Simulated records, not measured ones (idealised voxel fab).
process module | voxel wiring stack
cross-section cut | 165 nm wide | cells 5 nm
A cross-section is a grid of square cells, given in bands from the top down. A band is one or more rows of cells.
Each band's line starts with the height of the band's top and of its bottom, in nm. Then come its materials from left to right, each with its width in nm. One material with "throughout" fills the band from edge to edge. "air" is empty space.
Height 0 is the level under which the wafer as received is all one material. The lowest band goes on downwards, as in "0 down".
A width such as "30 to 40" changes by the same amount from each row of cells to the next, from the band's top row to its bottom row.
"no change" after a step means that no cell of the cross-section changed.
closed voids: empty space of 8 cells or more with no open way to the top, each as width x height at its distance from the left edge, in nm
after a step's settings: what the simulator itself notes on the step
overlay nm, on a step with a mask: how far to the right of its planned place the mask lay; to the left if negative
plan
1 op RECEIVE | material Si
2 op CONFORMAL_DEP | material SiO2 | thk nm 10
3 op CONFORMAL_DEP | material SiCN | thk nm 5
4 op DIRECTIONAL_DEP | material SiO2 | thk nm 25
5 op DIRECTIONAL_DEP | material aC | thk nm 10
6 op PATTERN | tone open | mask id METAL_1 | material resist | width nm 30 | pitch nm 45 | thk nm 25 | overlay nm -5
7 op DIRECTIONAL_ETCH | etch materials aC | depth nm 10
8 op STRIP | etch materials resist
9 op DIRECTIONAL_ETCH | etch materials SiO2 | depth nm 25
10 op DIRECTIONAL_ETCH | etch materials SiCN | depth nm 5
11 op STRIP | etch materials aC
12 op CONFORMAL_DEP | material TiN | thk nm 5
13 op FILL_DEP | material W | thk nm 5
14 op CMP | height nm 40
15 op CONFORMAL_DEP | material SiCN | thk nm 5
16 op DIRECTIONAL_DEP | material lowk | thk nm 15
17 op DIRECTIONAL_DEP | material aC | thk nm 15
18 op PATTERN | tone open | mask id PLUG_1 | material resist | width nm 15 | pitch nm 90 | thk nm 35 | overlay nm 0
19 op DIRECTIONAL_ETCH | etch materials aC | depth nm 15
20 op STRIP | etch materials resist
21 op DIRECTIONAL_ETCH | etch materials lowk | depth nm 15
22 op DIRECTIONAL_ETCH | etch materials SiCN | depth nm 5
23 op STRIP | etch materials aC
24 op EPI | material Ru | thk nm 10
25 op EPI | material Ru | thk nm 10
26 op DIRECTIONAL_DEP | material TiN | thk nm 5
27 op DIRECTIONAL_DEP | material W | thk nm 25
28 op MASKED_ETCH | tone cover | mask id METAL_2 | width nm 30 | pitch nm 45 | etch materials W | depth nm 25 | overlay nm 0
29 op MASKED_ETCH | tone cover | mask id METAL_2 | width nm 30 | pitch nm 45 | etch materials TiN | depth nm 5 | overlay nm 0
30 op CONFORMAL_DEP | material SiCN | thk nm 5
31 op FILL_DEP | material SiO2 | thk nm 5
32 op CMP | height nm 90
33 op CONFORMAL_DEP | material SiCN | thk nm 5
34 op DIRECTIONAL_DEP | material lowk | thk nm 25
35 op DIRECTIONAL_DEP | material aC | thk nm 15
36 op PATTERN | tone open | mask id METAL_3_HOLES | material resist | width nm 15 | pitch nm 45 | thk nm 35 | overlay nm 0
37 op DIRECTIONAL_ETCH | etch materials aC | depth nm 15
38 op STRIP | etch materials resist
39 op DIRECTIONAL_ETCH | etch materials lowk | depth nm 25
40 op STRIP | etch materials aC
41 op PATTERN | tone open | mask id METAL_3 | material resist | width nm 30 | pitch nm 45 | thk nm 15 | overlay nm 0
42 op DIRECTIONAL_ETCH | etch materials lowk | depth nm 15
43 op DIRECTIONAL_ETCH | etch materials SiCN | depth nm 5
44 op STRIP | etch materials resist
45 op CONFORMAL_DEP | material TiN | thk nm 5
46 op FILL_DEP | material Cu | thk nm 5
47 op CMP | height nm 120
48 op CONFORMAL_DEP | material SiCN | thk nm 5
varied across the wafers: overlay nm of step 6. The plan shows the first wafer's value. All wafers start alike
first wafer as received, after step 1
  0 down: Si throughout
  closed voids: none
each wafer at the end: cells of each material gained (+) or lost (-) since it was received, then its closed voids
overlay nm -5 | +33 Cu | +24 Ru | +144 SiCN | +186 SiO2 | +114 TiN | +150 W | +174 lowk | closed voids: none
overlay nm 0 | +33 Cu | +24 Ru | +144 SiCN | +186 SiO2 | +114 TiN | +150 W | +174 lowk | closed voids: none
overlay nm 5 | +33 Cu | +24 Ru | +144 SiCN | +186 SiO2 | +114 TiN | +150 W | +174 lowk | closed voids: none
overlay nm 10 | +33 Cu | +24 Ru | +144 SiCN | +186 SiO2 | +114 TiN | +150 W | +174 lowk | closed voids: none
